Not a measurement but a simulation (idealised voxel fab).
process module | voxel capacitor over wiring
cross-section cut | 220 nm wide | cells 5 nm
A cross-section is a grid of square cells, given in bands from the top down. A band is one or more rows of cells.
Each band's line starts with the height of the band's top and of its bottom, in nm. Then come its materials from left to right, each with its width in nm. One material with "throughout" fills the band from edge to edge. "air" is empty space.
Height 0 is the level under which the wafer as received is all one material. The lowest band goes on downwards, as in "0 down".
A width such as "30 to 40" changes by the same amount from each row of cells to the next, from the band's top row to its bottom row.
"no change" after a step means that no cell of the cross-section changed.
closed voids: empty space of 8 cells or more with no open way to the top, each as width x height at its distance from the left edge, in nm
after a step's settings: what the simulator itself notes on the step
overlay nm, on a step with a mask: how far to the right of its planned place the mask lay; to the left if negative
plan
1 op RECEIVE | material Si
2 op CONFORMAL_DEP | material SiO2 | thk nm 10
3 op DIRECTIONAL_DEP | material TiN | thk nm 5
4 op DIRECTIONAL_DEP | material W | thk nm 15
5 op DIRECTIONAL_DEP | material aC | thk nm 10
6 op PATTERN | tone cover | mask id METAL_1 | material resist | width nm 20 | pitch nm 70 | thk nm 30 | overlay nm 0
7 op DIRECTIONAL_ETCH | etch materials aC | depth nm 10
8 op STRIP | etch materials resist
9 op DIRECTIONAL_ETCH | etch materials W | depth nm 15
10 op DIRECTIONAL_ETCH | etch materials TiN | depth nm 5
11 op STRIP | etch materials aC
12 op CONFORMAL_DEP | material SiCN | thk nm 5
13 op FILL_DEP | material SiO2 | thk nm 5
14 op CMP | height nm 30
15 op CONFORMAL_DEP | material SiCN | thk nm 5
16 op DIRECTIONAL_DEP | material SiO2 | thk nm 15
17 op MASKED_ETCH | tone open | mask id PLUG_1 | width nm 15 | etch materials SiO2 | depth nm 15 | overlay nm 0
18 op MASKED_ETCH | tone open | mask id PLUG_1 | width nm 15 | etch materials SiCN | depth nm 5 | overlay nm 0
19 op CONFORMAL_DEP | material TiN | thk nm 5
20 op FILL_DEP | material Ru | thk nm 5
21 op CMP | height nm 50
22 op DIRECTIONAL_DEP | material TiN | thk nm 10
23 op DIRECTIONAL_DEP | material HfO2 | thk nm 5
24 op DIRECTIONAL_DEP | material TiN | thk nm 5
25 op PATTERN | tone cover | mask id UPPER_PLATE | material resist | width nm 55 | thk nm 15 | overlay nm 0
26 op DIRECTIONAL_ETCH | etch materials TiN | depth nm 5
27 op DIRECTIONAL_ETCH | etch materials HfO2 | depth nm 5
28 op STRIP | etch materials resist
29 op DIRECTIONAL_DEP | material aC | thk nm 10
30 op PATTERN | tone cover | mask id LOWER_PLATE | material resist | width nm 65 | thk nm 25 | overlay nm 0
31 op DIRECTIONAL_ETCH | etch materials aC | depth nm 10
32 op STRIP | etch materials resist
33 op DIRECTIONAL_ETCH | etch materials TiN | depth nm 10
34 op STRIP | etch materials aC
35 op FILL_DEP | material SiO2 | thk nm 15
36 op CMP | height nm 80
37 op PATTERN | tone open | mask id PLUG_2 | material resist | width nm 15 | thk nm 20 | overlay nm 0
38 op DIRECTIONAL_ETCH | etch materials SiO2 | depth nm 10
39 op STRIP | etch materials resist
40 op CONFORMAL_DEP | material TiN | thk nm 5
41 op FILL_DEP | material Ru | thk nm 10
42 op CMP | height nm 80
43 op CONFORMAL_DEP | material SiN | thk nm 5
varied across the wafers: thk nm of step 40. The plan shows the first wafer's value. All wafers start alike
first wafer as received, after step 1
  0 down: Si throughout
  closed voids: none
each wafer at the end: cells of each material gained (+) or lost (-) since it was received, then its closed voids
thk nm 5 | +11 HfO2 | +4 Ru | +89 SiCN | +44 SiN | +517 SiO2 | +59 TiN | +24 W | closed voids: none
thk nm 10 | +11 HfO2 | +3 Ru | +89 SiCN | +44 SiN | +517 SiO2 | +60 TiN | +24 W | closed voids: none
thk nm 15 | +11 HfO2 | +3 Ru | +89 SiCN | +44 SiN | +517 SiO2 | +60 TiN | +24 W | closed voids: none
thk nm 20 | +11 HfO2 | +3 Ru | +89 SiCN | +44 SiN | +517 SiO2 | +60 TiN | +24 W | closed voids: none
